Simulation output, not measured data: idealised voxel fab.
Name of the process module below: voxel transistor to metal
The width of the displayed cross-section, cut, is 295 nm; its cells are square, with a size of 5 nm.
Reading order for cross-sections: top band down to bottom band. Underlying form: a grid of square cells. Band size: one or more rows of cells.
Per band: top height and bottom height in nm, followed by the left-to-right materials and their widths in nm; "throughout" marks a single material spanning edge to edge, "blank" marks empty space.
Note: height 0 marks the level under which the wafer is uniformly one material as received. Lowest band unbounded below, written "top 0, no bottom".
You'd read "30->40" like this: the band's top row of cells is as wide as the first number, its bottom row is as wide as the second, and going down, every row changes width by the same amount as the row before did.
The designation "remained the same", where it is given for a processing step, indicates that no cell of the cross-section was altered in the course of that step.
What "Sealed void listing" gives you is every empty space of 8 cells or more that is cut off from the top. Each appears as width x height at distance, with the distance taken from the left edge and width, height and distance all in nm.
Note: text after step settings on the step line = simulator remark on that step.
The line of a step may include "overlay nm". On a step with a mask, this value is how far to the right of its planned place the mask lay. A negative value means the mask lay to the left.

-- The steps planned for the process are as follows
1) RECEIVE,material Si
2) CONFORMAL_DEP,material SiO2,thk nm 5
3) CONFORMAL_DEP,material SiN,thk nm 10
4) PATTERN,tone cover,mask id ACTIVE,material resist,width nm 110,pitch nm 140,thk nm 20,overlay nm 0
5) DIRECTIONAL_ETCH,etch materials SiN,depth nm 10
6) DIRECTIONAL_ETCH,etch materials SiO2,depth nm 5
7) DIRECTIONAL_ETCH,etch materials Si,depth nm 35
8) STRIP,etch materials resist
9) FILL_DEP,material SiO2,thk nm 10
10) CMP,height nm 15
11) SELECTIVE_ETCH,etch materials SiO2,depth nm 5
12) STRIP,etch materials SiN
13) SELECTIVE_ETCH,etch materials SiO2,depth nm 5
14) OXIDIZE,depth nm 5
15) DIRECTIONAL_DEP,material polySi,thk nm 25
16) DIRECTIONAL_DEP,material SiCN,thk nm 15
17) PATTERN,tone cover,mask id GATE,material resist,width nm 30,pitch nm 140,thk nm 20,overlay nm 0
18) DIRECTIONAL_ETCH,etch materials SiCN,depth nm 25
19) DIRECTIONAL_ETCH,etch materials polySi,depth nm 35
20) STRIP,etch materials resist
21) CONFORMAL_DEP,material SiO2,thk nm 5
22) DIRECTIONAL_ETCH,etch materials SiO2,depth nm 5
23) CONFORMAL_DEP,material SiN,thk nm 10
24) DIRECTIONAL_ETCH,etch materials SiN,depth nm 10
25) DIRECTIONAL_ETCH,etch materials SiO2,depth nm 5
26) DIRECTIONAL_ETCH,etch materials Si,depth nm 10
27) EPI,material nSi,thk nm 10
28) FILL_DEP,material SiO2,thk nm 10
29) CMP,height nm 25
30) STRIP,etch materials polySi
31) SELECTIVE_ETCH,etch materials SiO2,depth nm 5
32) CONFORMAL_DEP,material HfO2,thk nm 5
33) CONFORMAL_DEP,material TiN,thk nm 5
34) FILL_DEP,material W,thk nm 10
35) CMP,height nm 20
36) DIRECTIONAL_DEP,material SiO2,thk nm 15
37) PATTERN,tone open,mask id CONTACT,material resist,width nm 15,thk nm 15,overlay nm 0
38) DIRECTIONAL_ETCH,etch materials SiO2,depth nm 30
39) STRIP,etch materials resist
40) CONFORMAL_DEP,material TiN,thk nm 5
41) FILL_DEP,material W,thk nm 5
42) CMP,height nm 35
43) DIRECTIONAL_DEP,material TiN,thk nm 5
44) DIRECTIONAL_DEP,material W,thk nm 20
45) DIRECTIONAL_DEP,material aC,thk nm 10
46) PATTERN,tone cover,mask id METAL_1,material resist,width nm 15,thk nm 25,overlay nm -10
47) DIRECTIONAL_ETCH,etch materials aC,depth nm 10
48) STRIP,etch materials resist
49) DIRECTIONAL_ETCH,etch materials W,depth nm 20
50) DIRECTIONAL_ETCH,etch materials TiN,depth nm 5
51) STRIP,etch materials aC
52) FILL_DEP,material lowk,thk nm 10
53) CMP,height nm 60
54) CONFORMAL_DEP,material SiCN,thk nm 5
55) DIRECTIONAL_DEP,material lowk,thk nm 35
56) MASKED_ETCH,tone open,mask id METAL_2,width nm 15,pitch nm 140,etch materials lowk,depth nm 20,overlay nm 0
57) PATTERN,tone open,mask id METAL_2_HOLES,material resist,width nm 15,pitch nm 140,thk nm 20,overlay nm 0
58) DIRECTIONAL_ETCH,etch materials lowk,depth nm 15
59) DIRECTIONAL_ETCH,etch materials SiCN,depth nm 5
60) STRIP,etch materials resist
61) CONFORMAL_DEP,material TiN,thk nm 5
62) FILL_DEP,material Ru,thk nm 5
63) CMP,height nm 100
64) CONFORMAL_DEP,material SiCN,thk nm 5
Across this set of wafers, the varied parameter is the overlay nm of step 46. Starting conditions are identical for every wafer, and the plan reports the value assigned to the first wafer.

-- Cross-section of the first of several wafers as received (after step 1)
> top 0, no bottom = Si throughout
> Sealed void listing: none

-- Cross-section, first of several wafers, end of module, after last step 64
> top 105, bottom 100 = SiCN throughout
> top 100, bottom 65 = 25 nm lowk, then 5 nm TiN, then 5 nm Ru, then 5 nm TiN, then 125 nm lowk, then 5 nm TiN, then 5 nm Ru, then 5 nm TiN, then 115 nm lowk
> top 65, bottom 60 = 25 nm SiCN, then 15 nm TiN, then 125 nm SiCN, then 15 nm TiN, then 115 nm SiCN
> top 60, bottom 40 = 15 nm lowk, then 15 nm W, then 70 nm lowk, then 15 nm W, then 40 nm lowk, then 15 nm W, then 70 nm lowk, then 15 nm W, then 40 nm lowk
> top 40, bottom 35 = 15 nm lowk, then 15 nm TiN, then 70 nm lowk, then 15 nm TiN, then 40 nm lowk, then 15 nm TiN, then 70 nm lowk, then 15 nm TiN, then 40 nm lowk
> top 35, bottom 20 = 25 nm SiO2, then 5 nm TiN, then 5 nm W, then 5 nm TiN, then 70 nm SiO2, then 5 nm TiN, then 5 nm W, then 5 nm TiN, then 40 nm SiO2, then 5 nm TiN, then 5 nm W, then 5 nm TiN, then 70 nm SiO2, then 5 nm TiN, then 5 nm W, then 5 nm TiN, then 30 nm SiO2
> top 20, bottom 10 = 25 nm SiO2, then 5 nm TiN, then 5 nm W, then 5 nm TiN, then 5 nm SiO2, then 10 nm SiN, then 5 nm HfO2, then 5 nm TiN, then 20 nm W, then 5 nm TiN, then 5 nm HfO2, then 10 nm SiN, then 5 nm SiO2, then 5 nm TiN, then 5 nm W, then 5 nm TiN, then 40 nm SiO2, then 5 nm TiN, then 5 nm W, then 5 nm TiN, then 5 nm SiO2, then 10 nm SiN, then 5 nm HfO2, then 5 nm TiN, then 20 nm W, then 5 nm TiN, then 5 nm HfO2, then 10 nm SiN, then 5 nm SiO2, then 5 nm TiN, then 5 nm W, then 5 nm TiN, then 30 nm SiO2
> top 10, bottom 5 = 25 nm SiO2, then 15 nm TiN, then 5 nm SiO2, then 10 nm SiN, then 5 nm HfO2, then 5 nm TiN, then 20 nm W, then 5 nm TiN, then 5 nm HfO2, then 10 nm SiN, then 5 nm SiO2, then 15 nm TiN, then 40 nm SiO2, then 15 nm TiN, then 5 nm SiO2, then 10 nm SiN, then 5 nm HfO2, then 5 nm TiN, then 20 nm W, then 5 nm TiN, then 5 nm HfO2, then 10 nm SiN, then 5 nm SiO2, then 15 nm TiN, then 30 nm SiO2
> top 5, bottom 0 = 20 nm SiO2, then 10 nm SiN, then 15 nm nSi, then 10 nm SiN, then 5 nm HfO2, then 30 nm TiN, then 5 nm HfO2, then 10 nm SiN, then 15 nm nSi, then 10 nm SiN, then 30 nm SiO2, then 10 nm SiN, then 15 nm nSi, then 10 nm SiN, then 5 nm HfO2, then 30 nm TiN, then 5 nm HfO2, then 10 nm SiN, then 15 nm nSi, then 10 nm SiN, then 25 nm SiO2
> top 0, bottom -5 = 30 nm SiO2, then 15 nm nSi, then 10 nm SiO2, then 40 nm HfO2, then 10 nm SiO2, then 15 nm nSi, then 50 nm SiO2, then 15 nm nSi, then 10 nm SiO2, then 40 nm HfO2, then 10 nm SiO2, then 15 nm nSi, then 35 nm SiO2
> top -5, bottom -15 = 20 nm SiO2, then 10 nm Si, then 15 nm nSi, then 60 nm Si, then 15 nm nSi, then 10 nm Si, then 30 nm SiO2, then 10 nm Si, then 15 nm nSi, then 60 nm Si, then 15 nm nSi, then 10 nm Si, then 25 nm SiO2
> top -15, bottom -35 = 20 nm SiO2, then 110 nm Si, then 30 nm SiO2, then 110 nm Si, then 25 nm SiO2
> top -35, no bottom = Si throughout
> Sealed void listing: none

-- Cross-section, module end, final of several wafers
> top 105, bottom 100 = SiCN throughout
> top 100, bottom 65 = 25 nm lowk, then 5 nm TiN, then 5 nm Ru, then 5 nm TiN, then 125 nm lowk, then 5 nm TiN, then 5 nm Ru, then 5 nm TiN, then 115 nm lowk
> top 65, bottom 60 = 25 nm SiCN, then 15 nm TiN, then 125 nm SiCN, then 15 nm TiN, then 115 nm SiCN
> top 60, bottom 40 = 40 nm lowk, then 15 nm W, then 70 nm lowk, then 15 nm W, then 40 nm lowk, then 15 nm W, then 70 nm lowk, then 15 nm W, then 15 nm lowk
> top 40, bottom 35 = 40 nm lowk, then 15 nm TiN, then 70 nm lowk, then 15 nm TiN, then 40 nm lowk, then 15 nm TiN, then 70 nm lowk, then 15 nm TiN, then 15 nm lowk
> top 35, bottom 20 = 25 nm SiO2, then 5 nm TiN, then 5 nm W, then 5 nm TiN, then 70 nm SiO2, then 5 nm TiN, then 5 nm W, then 5 nm TiN, then 40 nm SiO2, then 5 nm TiN, then 5 nm W, then 5 nm TiN, then 70 nm SiO2, then 5 nm TiN, then 5 nm W, then 5 nm TiN, then 30 nm SiO2
> top 20, bottom 10 = 25 nm SiO2, then 5 nm TiN, then 5 nm W, then 5 nm TiN, then 5 nm SiO2, then 10 nm SiN, then 5 nm HfO2, then 5 nm TiN, then 20 nm W, then 5 nm TiN, then 5 nm HfO2, then 10 nm SiN, then 5 nm SiO2, then 5 nm TiN, then 5 nm W, then 5 nm TiN, then 40 nm SiO2, then 5 nm TiN, then 5 nm W, then 5 nm TiN, then 5 nm SiO2, then 10 nm SiN, then 5 nm HfO2, then 5 nm TiN, then 20 nm W, then 5 nm TiN, then 5 nm HfO2, then 10 nm SiN, then 5 nm SiO2, then 5 nm TiN, then 5 nm W, then 5 nm TiN, then 30 nm SiO2
> top 10, bottom 5 = 25 nm SiO2, then 15 nm TiN, then 5 nm SiO2, then 10 nm SiN, then 5 nm HfO2, then 5 nm TiN, then 20 nm W, then 5 nm TiN, then 5 nm HfO2, then 10 nm SiN, then 5 nm SiO2, then 15 nm TiN, then 40 nm SiO2, then 15 nm TiN, then 5 nm SiO2, then 10 nm SiN, then 5 nm HfO2, then 5 nm TiN, then 20 nm W, then 5 nm TiN, then 5 nm HfO2, then 10 nm SiN, then 5 nm SiO2, then 15 nm TiN, then 30 nm SiO2
> top 5, bottom 0 = 20 nm SiO2, then 10 nm SiN, then 15 nm nSi, then 10 nm SiN, then 5 nm HfO2, then 30 nm TiN, then 5 nm HfO2, then 10 nm SiN, then 15 nm nSi, then 10 nm SiN, then 30 nm SiO2, then 10 nm SiN, then 15 nm nSi, then 10 nm SiN, then 5 nm HfO2, then 30 nm TiN, then 5 nm HfO2, then 10 nm SiN, then 15 nm nSi, then 10 nm SiN, then 25 nm SiO2
> top 0, bottom -5 = 30 nm SiO2, then 15 nm nSi, then 10 nm SiO2, then 40 nm HfO2, then 10 nm SiO2, then 15 nm nSi, then 50 nm SiO2, then 15 nm nSi, then 10 nm SiO2, then 40 nm HfO2, then 10 nm SiO2, then 15 nm nSi, then 35 nm SiO2
> top -5, bottom -15 = 20 nm SiO2, then 10 nm Si, then 15 nm nSi, then 60 nm Si, then 15 nm nSi, then 10 nm Si, then 30 nm SiO2, then 10 nm Si, then 15 nm nSi, then 60 nm Si, then 15 nm nSi, then 10 nm Si, then 25 nm SiO2
> top -15, bottom -35 = 20 nm SiO2, then 110 nm Si, then 30 nm SiO2, then 110 nm Si, then 25 nm SiO2
> top -35, no bottom = Si throughout
> Sealed void listing: none

-- Every row in this table is a wafer at the end of the module, and it gives, for each of the materials, the cells that wafer has gained (+) or lost (-) since it was received, then its closed voids
overlay nm -10; +32 HfO2; +14 Ru; -173 Si; +112 SiCN; +40 SiN; +346 SiO2; +122 TiN; +92 W; +606 lowk; +48 nSi; Sealed void listing: none
overlay nm -5; +32 HfO2; +14 Ru; -173 Si; +112 SiCN; +40 SiN; +346 SiO2; +122 TiN; +92 W; +606 lowk; +48 nSi; Sealed void listing: none
overlay nm 0; +32 HfO2; +14 Ru; -173 Si; +112 SiCN; +40 SiN; +346 SiO2; +122 TiN; +92 W; +606 lowk; +48 nSi; Sealed void listing: none
overlay nm 5; +32 HfO2; +14 Ru; -173 Si; +112 SiCN; +40 SiN; +346 SiO2; +122 TiN; +92 W; +606 lowk; +48 nSi; Sealed void listing: none
overlay nm 10; +32 HfO2; +14 Ru; -173 Si; +112 SiCN; +40 SiN; +346 SiO2; +122 TiN; +92 W; +606 lowk; +48 nSi; Sealed void listing: none
overlay nm 15; +32 HfO2; +14 Ru; -173 Si; +112 SiCN; +40 SiN; +346 SiO2; +122 TiN; +92 W; +606 lowk; +48 nSi; Sealed void listing: none
